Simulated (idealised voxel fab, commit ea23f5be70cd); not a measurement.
Process module in this document: voxel transistor to metal
cross-section cut | 150 nm wide | cells 5 nm
A cross-section is a grid of square cells, given in bands from the top down. A band is one or more rows of cells.
The entry gives the band's vertical extent as a top height and a bottom height in nm, then its horizontal make-up as materials from left to right, each with a width in nm. "air" stands for empty space; a single material marked "throughout" fills the band edge to edge.
Basically, 0 is our baseline, since under it the wafer straight out of the box is all one material. The bottom band has no lower end and keeps on going down, so it looks like "0 nm and below".
Top row gets the first number, bottom row gets the second, and each row in between changes by the same step: that is how a band width like "30->40" works.
A step reported as "stayed the same" is a step in which no cell of the cross-section changed.
"Trapped cavities" enumerates empty spaces isolated from the top, with no open way to it, that contain at least 8 cells, giving each as width x height at distance from the left edge, all three in nm.
If you see something after the settings on a step's line, that's the simulator's own remark about that step.
overlay nm: right-of-plan distance of the mask on a masked step; negative values mean left-of-plan.
[The process steps that were planned are listed below]
1 op RECEIVE | material Si
2 op OXIDIZE | depth nm 5
3 op CONFORMAL_DEP | material SiN | thk nm 10
4 op MASKED_ETCH | tone cover | mask id ACTIVE | width nm 95 | etch materials SiN | depth nm 10 | overlay nm 0
5 op MASKED_ETCH | tone cover | mask id ACTIVE | width nm 95 | etch materials SiO2 | depth nm 5 | overlay nm 0
6 op MASKED_ETCH | tone cover | mask id ACTIVE | width nm 95 | etch materials Si | depth nm 25 | overlay nm 0
7 op FILL_DEP | material SiO2 | thk nm 15
8 op CMP | height nm 10
9 op SELECTIVE_ETCH | etch materials SiO2 | depth nm 10
10 op STRIP | etch materials SiN
11 op SELECTIVE_ETCH | etch materials SiO2 | depth nm 5
12 op OXIDIZE | depth nm 5
13 op DIRECTIONAL_DEP | material polySi | thk nm 25
14 op DIRECTIONAL_DEP | material SiCN | thk nm 15
15 op PATTERN | tone cover | mask id GATE | material resist | width nm 25 | thk nm 20 | overlay nm 0
16 op DIRECTIONAL_ETCH | etch materials SiCN | depth nm 25
17 op DIRECTIONAL_ETCH | etch materials polySi | depth nm 35
18 op STRIP | etch materials resist
19 op CONFORMAL_DEP | material SiO2 | thk nm 5
20 op DIRECTIONAL_ETCH | etch materials SiO2 | depth nm 5
21 op CONFORMAL_DEP | material SiN | thk nm 5
22 op DIRECTIONAL_ETCH | etch materials SiN | depth nm 5
23 op DIRECTIONAL_ETCH | etch materials SiO2 | depth nm 5
24 op DIRECTIONAL_ETCH | etch materials Si | depth nm 10
25 op EPI | material SiGe | thk nm 10
26 op FILL_DEP | material SiO2 | thk nm 10
27 op CMP | height nm 35
28 op DIRECTIONAL_DEP | material SiO2 | thk nm 10
29 op MASKED_ETCH | tone open | mask id CONTACT | width nm 25 | pitch nm 60 | etch materials SiO2 | depth nm 55 | overlay nm 0
30 op CONFORMAL_DEP | material TiN | thk nm 5
31 op FILL_DEP | material Ru | thk nm 5
32 op CMP | height nm 45
33 op DIRECTIONAL_DEP | material TiN | thk nm 5
34 op DIRECTIONAL_DEP | material Ru | thk nm 20
35 op PATTERN | tone cover | mask id METAL_1 | material resist | width nm 15 | pitch nm 70 | thk nm 20 | overlay nm 0
36 op DIRECTIONAL_ETCH | etch materials Ru | depth nm 20
37 op DIRECTIONAL_ETCH | etch materials TiN | depth nm 5
38 op STRIP | etch materials resist
39 op CONFORMAL_DEP | material SiN | thk nm 5
40 op FILL_DEP | material SiO2 | thk nm 5
41 op CMP | height nm 70
42 op CONFORMAL_DEP | material SiN | thk nm 5
[Cross-section of the incoming wafer, state after step 1]
  0 nm and below  Si throughout
  Trapped cavities: none
[Same starting wafer, same plan as above, one mistake in the execution; this is the cross-section at the end of the module]
  75 nm to 70 nm  SiN throughout
  70 nm to 50 nm  SiO2 15 nm, SiN 5 nm, Ru 15 nm, SiN 5 nm, SiO2 45 nm, SiN 5 nm, Ru 15 nm, SiN 5 nm, SiO2 40 nm
  50 nm to 45 nm  SiN 20 nm, TiN 15 nm, SiN 55 nm, TiN 15 nm, SiN 45 nm
  45 nm to 35 nm  SiO2 30 nm, TiN 5 nm, Ru 15->10 nm, TiN 5->10 nm, SiO2 35 nm, TiN 5->10 nm, Ru 15->10 nm, TiN 5 nm, SiO2 35 nm
  35 nm to 20 nm  SiO2 30 nm, TiN 5 nm, Ru 10 nm, TiN 5 nm, SiN 5 nm, SiO2 5 nm, SiCN 25 nm, SiO2 5 nm, SiN 5 nm, TiN 5 nm, Ru 10 nm, TiN 5 nm, SiO2 35 nm
  20 nm to 5 nm  SiO2 30 nm, TiN 5 nm, Ru 10 nm, TiN 5 nm, SiN 5 nm, SiO2 5 nm, polySi 25 nm, SiO2 5 nm, SiN 5 nm, TiN 5 nm, Ru 10 nm, TiN 5 nm, SiO2 35 nm
  5 nm to 0 nm  SiO2 30 nm, TiN 20 nm, SiN 5 nm, SiO2 5 nm, polySi 25 nm, SiO2 5 nm, SiN 5 nm, TiN 20 nm, SiO2 35 nm
  0 nm to -5 nm  SiO2 30 nm, TiN 10 nm, SiGe 10 nm, SiN 5 nm, SiO2 5 nm, polySi 25 nm, SiO2 5 nm, SiN 5 nm, SiGe 10 nm, TiN 10 nm, SiO2 35 nm
  -5 nm to -10 nm  SiO2 30 nm, TiN 10 nm, SiGe 10 nm, SiO2 45 nm, SiGe 10 nm, TiN 10 nm, SiO2 35 nm
  -10 nm to -20 nm  SiO2 25 nm, SiGe 25 nm, Si 45 nm, SiGe 25 nm, SiO2 30 nm
  -20 nm to -30 nm  SiO2 25 nm, Si 95 nm, SiO2 30 nm
  -30 nm and below  Si throughout
  Trapped cavities: none
Which mistake was made when the wafer was run? step 35 did not happen as planned, as run it was op PATTERN | tone cover | mask id METAL_1 | material resist | width nm 15 | pitch nm 70 | thk nm 20 | overlay nm -10
